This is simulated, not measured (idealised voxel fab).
process module | voxel self aligned contacts
The width of the displayed cross-section, cut, is 270 nm; its cells are square, with a size of 5 nm.
Throughout this document, each cross-section is represented as a grid of square cells and is presented as a sequence of bands enumerated from the top downward, where a band comprises one or more rows of cells.
For a band, the entry starts with two heights in nm, that of the top and then that of the bottom, and carries on with the band's materials in order from left to right, each alongside its width in nm; the word "all across" beside a single material means it fills the band edge to edge, and "air" means empty space.
For the purposes of this specification, 0 denotes the height below which the wafer in its as-received condition is composed wholly of one material, and the lowermost band, lacking a lower limit, extends downward without end, as expressed in "0 -> down".
Quick explanation for "30 to 40": the width changes in equal steps down the rows of cells, from the first number in the band's top row to the second number in its bottom row.
When a step is marked "same as before", none of the cells in the cross-section changed during that step.
Empty spaces counting at least 8 cells and having no open way to the top are listed in "Closed void inventory". The notation width x height at distance is used for each, the distance being from the left edge and all three values in nm.
It should be noted that, on the line of a given step, the content following the step's settings is a remark produced by the simulator itself with respect to that step.
A step line may carry the setting "overlay nm", which, for steps involving a mask, states the distance by which the mask lay to the right of its intended position; negative values denote displacement to the left.

The planned process steps are enumerated hereunder
- 1: RECEIVE, material Si
- 2: OXIDIZE, depth nm 5
- 3: DIRECTIONAL_DEP, material polySi, thk nm 30
- 4: DIRECTIONAL_DEP, material SiN, thk nm 15
- 5: MASKED_ETCH, tone cover, mask id GATE, width nm 25, pitch nm 55, etch materials SiN, depth nm 15, overlay nm 0
- 6: MASKED_ETCH, tone cover, mask id GATE, width nm 25, pitch nm 55, etch materials polySi, depth nm 30, overlay nm 0
- 7: CONFORMAL_DEP, material SiN, thk nm 5
- 8: DIRECTIONAL_ETCH, etch materials SiN, depth nm 5
- 9: FILL_DEP, material SiO2, thk nm 10
- 10: CMP, height nm 50
- 11: MASKED_ETCH, tone open, mask id CONTACT, width nm 40, pitch nm 55, etch materials SiO2, depth nm 55, overlay nm 0
- 12: CONFORMAL_DEP, material TiN, thk nm 5
- 13: FILL_DEP, material Ru, thk nm 10
- 14: CMP, height nm 50
- 15: CONFORMAL_DEP, material SiCN, thk nm 5

Cross-section of the wafer as it came to us, i.e., already through step 1
  0 -> down = Si all across
  Closed void inventory: none

Cross-section: first of two wafers, module finished, run according to plan
  55 -> 50 = SiCN all across
  50 -> 45 = SiO2=85, TiN=15, Ru=10, TiN=15, SiO2=15, TiN=15, Ru=10, TiN=15, SiO2=90
  45 -> 30 = SiO2=60, SiN=35, TiN=5, Ru=10, TiN=5, SiN=35, TiN=5, Ru=10, TiN=5, SiN=35, SiO2=65
  30 -> 0 = SiO2=60, SiN=5, polySi=25, SiN=5, TiN=5, Ru=10, TiN=5, SiN=5, polySi=25, SiN=5, TiN=5, Ru=10, TiN=5, SiN=5, polySi=25, SiN=5, SiO2=65
  0 -> -5 = SiO2=95, TiN=20, SiO2=35, TiN=20, SiO2=100
  -5 -> down = Si all across
  Closed void inventory: none

Cross-section, second wafer: same start as the first, same plan as the first, one mistake in running it; taken at the end of the module
  55 -> 50 = SiCN all across
  50 -> 45 = SiO2=85, TiN=40, SiO2=15, TiN=40, SiO2=90
  45 -> 30 = SiO2=55, SiN=45, TiN=10, SiN=45, TiN=10, SiN=45, SiO2=60
  30 -> 0 = SiO2=55, SiN=5, polySi=35, SiN=5, TiN=10, SiN=5, polySi=35, SiN=5, TiN=10, SiN=5, polySi=35, SiN=5, SiO2=60
  0 -> -5 = SiO2=100, TiN=10, SiO2=45, TiN=10, SiO2=105
  -5 -> down = Si all across
  Closed void inventory: none
Deviation noted in wafer processing: step 5 did not happen as planned, as run it was MASKED_ETCH, tone cover, mask id GATE, width nm 35, pitch nm 55, etch materials SiN, depth nm 15, overlay nm 0
In the final state, the cell counts of the second wafer exceed or fall short of those of the first for the following materials: -40 Ru, +18 SiN, -14 SiO2, +36 polySi
